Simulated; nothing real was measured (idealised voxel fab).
Process module under the name voxel gate over fins
Square cells of 5 nm make up the cross-section cut, whose width is 280 nm.
Each cross-section below is a grid of square cells, stated as bands in top-down order, with one or more rows of cells making up each band.
Band entry format. Leading values: height of top, height of bottom, nm. Remainder: materials in left-to-right order, each with its width in nm. Special words: "throughout" on a single material, which then fills the band edge to edge; "blank", empty space.
For the purposes of this specification, 0 denotes the height below which the wafer in its as-received condition is composed wholly of one material, and the lowermost band, lacking a lower limit, extends downward without end, as expressed in "0 and below".
The two numbers in a width such as "30..40" mark its ends across the band: the first belongs to the top row of cells, the second to the bottom row, and from each row to the next the width moves by the same amount.
You'll sometimes find "no alterations made" written for a step, and that's the way of saying that nowhere in the cross-section did a cell change during that step.
"Voids, enclosed" lists enclosed empty spaces (at least 8 cells, no open path upward to the top), each as width x height at distance from the left edge, in nm.
Read whatever lies past the settings on a step's line as the simulator's own remark about the step.
"overlay nm" on a masked step: distance the mask lay right of its planned place, negative for left.

### Below is the list of planned process steps
1: RECEIVE [material Si]
2: CONFORMAL_DEP [material SiN] [thk nm 10]
3: PATTERN [tone cover] [mask id FINS] [material resist] [width nm 15] [pitch nm 40] [thk nm 20] [overlay nm 0]
4: DIRECTIONAL_ETCH [etch materials SiN] [depth nm 10]
5: DIRECTIONAL_ETCH [etch materials Si] [depth nm 40]
6: STRIP [etch materials resist]
7: FILL_DEP [material SiO2] [thk nm 15]
8: CMP [height nm 10]
9: SELECTIVE_ETCH [etch materials SiO2] [depth nm 20]
10: STRIP [etch materials SiN]
11: CONFORMAL_DEP [material HfO2] [thk nm 5]
12: CONFORMAL_DEP [material TiN] [thk nm 5]
13: FILL_DEP [material W] [thk nm 10]
14: CMP [height nm 15]
15: CONFORMAL_DEP [material SiCN] [thk nm 10]

### Here's what the wafer looked like in cross-section when it arrived - that's after step 1
* 0 and below  Si throughout
* Voids, enclosed: none

### Sectioned view, first of two wafers, at the close of the module, processed as intended in the plan
* 25 down to 15  SiCN throughout
* 15 down to 10  W throughout
* 10 down to 5  100 nm W | 35 nm TiN | 5 nm W | 35 nm TiN | 105 nm W
* 5 down to 0  100 nm W | 5 nm TiN | 25 nm HfO2 | 5 nm TiN | 5 nm W | 5 nm TiN | 25 nm HfO2 | 5 nm TiN | 105 nm W
* 0 down to -5  105 nm TiN | 5 nm HfO2 | 15 nm Si | 5 nm HfO2 | 15 nm TiN | 5 nm HfO2 | 15 nm Si | 5 nm HfO2 | 110 nm TiN
* -5 down to -10  110 nm HfO2 | 15 nm Si | 25 nm HfO2 | 15 nm Si | 115 nm HfO2
* -10 down to -40  110 nm SiO2 | 15 nm Si | 25 nm SiO2 | 15 nm Si | 115 nm SiO2
* -40 and below  Si throughout
* Voids, enclosed: none

### Cross-sectional view: second of two wafers, end of module; start and plan identical to the first, one mistake in running
* 25 down to 15  SiCN throughout
* 15 down to 5  W throughout
* 5 down to 0  105 nm W | 25 nm TiN | 15 nm W | 25 nm TiN | 110 nm W
* 0 down to -5  105 nm W | 5 nm TiN | 15 nm Si | 5 nm TiN | 15 nm W | 5 nm TiN | 15 nm Si | 5 nm TiN | 110 nm W
* -5 down to -10  110 nm TiN | 15 nm Si | 25 nm TiN | 15 nm Si | 115 nm TiN
* -10 down to -40  110 nm SiO2 | 15 nm Si | 25 nm SiO2 | 15 nm Si | 115 nm SiO2
* -40 and below  Si throughout
* Voids, enclosed: none
Misprocessing identified: plan step 11 was not performed, having been skipped
Cell-count delta at end, second wafer over first, by material: 64 fewer of HfO2 | 64 more of W
